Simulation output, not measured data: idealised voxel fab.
process module | voxel self aligned vias
cross-section cut | 210 nm wide | cells 5 nm
A cross-section is a grid of square cells, given in bands from the top down. A band is one or more rows of cells.
Each band's line starts with the height of the band's top and of its bottom, in nm. Then come its materials from left to right, each with its width in nm. One material with "throughout" fills the band from edge to edge. "air" is empty space.
Height 0 is the level under which the wafer as received is all one material. The lowest band goes on downwards, as in "0 down".
A width such as "30 to 40" changes by the same amount from each row of cells to the next, from the band's top row to its bottom row.
"no change" after a step means that no cell of the cross-section changed.
closed voids: empty space of 8 cells or more with no open way to the top, each as width x height at its distance from the left edge, in nm
after a step's settings: what the simulator itself notes on the step
overlay nm, on a step with a mask: how far to the right of its planned place the mask lay; to the left if negative
plan
1 op RECEIVE | material Si
2 op CONFORMAL_DEP | material SiO2 | thk nm 10
3 op CONFORMAL_DEP | material SiCN | thk nm 5
4 op DIRECTIONAL_DEP | material lowk | thk nm 25
5 op PATTERN | tone open | mask id LINES | material resist | width nm 25 | pitch nm 55 | thk nm 15 | overlay nm 0
6 op DIRECTIONAL_ETCH | etch materials lowk | depth nm 25
7 op STRIP | etch materials resist
8 op CONFORMAL_DEP | material TiN | thk nm 5
9 op FILL_DEP | material Ru | thk nm 5
10 op CMP | height nm 40
11 op SELECTIVE_ETCH | etch materials W Ru TiN | depth nm 10
12 op FILL_DEP | material SiN | thk nm 5
13 op CMP | height nm 40
14 op DIRECTIONAL_DEP | material lowk | thk nm 20
15 op MASKED_ETCH | tone open | mask id VIAS | width nm 35 | pitch nm 55 | etch materials lowk | depth nm 20 | overlay nm 0
16 op MASKED_ETCH | tone open | mask id VIAS | width nm 35 | pitch nm 55 | etch materials SiN | depth nm 10 | overlay nm 0
17 op CONFORMAL_DEP | material TiN | thk nm 5
18 op FILL_DEP | material Ru | thk nm 5
19 op CMP | height nm 60
20 op CONFORMAL_DEP | material SiN | thk nm 5
as received, after step 1
  0 down: Si throughout
  closed voids: none
first wafer at the end, as planned
  65 to 60: SiN throughout
  60 to 45: lowk 30 | TiN 5 | Ru 25 | TiN 5 | lowk 20 | TiN 5 | Ru 25 | TiN 5 | lowk 20 | TiN 5 | Ru 25 | TiN 5 | lowk 35
  45 to 35: lowk 30 to 35 | TiN 10 to 5 | Ru 15 | TiN 10 to 5 | lowk 20 to 30 | TiN 10 to 5 | Ru 15 | TiN 10 to 5 | lowk 20 to 30 | TiN 10 to 5 | Ru 15 | TiN 10 to 5 | lowk 35 to 40
  35 to 30: lowk 35 | TiN 25 | lowk 30 | TiN 25 | lowk 30 | TiN 25 | lowk 40
  30 to 20: lowk 35 | TiN 5 | Ru 15 | TiN 5 | lowk 30 | TiN 5 | Ru 15 | TiN 5 | lowk 30 | TiN 5 | Ru 15 | TiN 5 | lowk 40
  20 to 15: lowk 35 | TiN 25 | lowk 30 | TiN 25 | lowk 30 | TiN 25 | lowk 40
  15 to 10: SiCN throughout
  10 to 0: SiO2 throughout
  0 down: Si throughout
  closed voids: none
second wafer at the end: like start, like plan, one mistake
  65 to 60: SiN throughout
  60 to 45: lowk 35 | TiN 5 | Ru 20 | TiN 5 | lowk 25 | TiN 5 | Ru 20 | TiN 5 | lowk 25 | TiN 5 | Ru 20 | TiN 5 | lowk 35
  45 to 35: lowk 35 | TiN 5 | Ru 15 | TiN 10 to 5 | lowk 25 to 30 | TiN 5 | Ru 15 | TiN 10 to 5 | lowk 25 to 30 | TiN 5 | Ru 15 | TiN 10 to 5 | lowk 35 to 40
  35 to 30: lowk 35 | TiN 25 | lowk 30 | TiN 25 | lowk 30 | TiN 25 | lowk 40
  30 to 20: lowk 35 | TiN 5 | Ru 15 | TiN 5 | lowk 30 | TiN 5 | Ru 15 | TiN 5 | lowk 30 | TiN 5 | Ru 15 | TiN 5 | lowk 40
  20 to 15: lowk 35 | TiN 25 | lowk 30 | TiN 25 | lowk 30 | TiN 25 | lowk 40
  15 to 10: SiCN throughout
  10 to 0: SiO2 throughout
  0 down: Si throughout
  closed voids: none
what went wrong: step 15 ran as: op MASKED_ETCH | tone open | mask id VIAS | width nm 30 | pitch nm 55 | etch materials lowk | depth nm 20 | overlay nm 0
at the end the second wafer has, in cells: 9 fewer of Ru | 3 fewer of TiN | 12 more of lowk
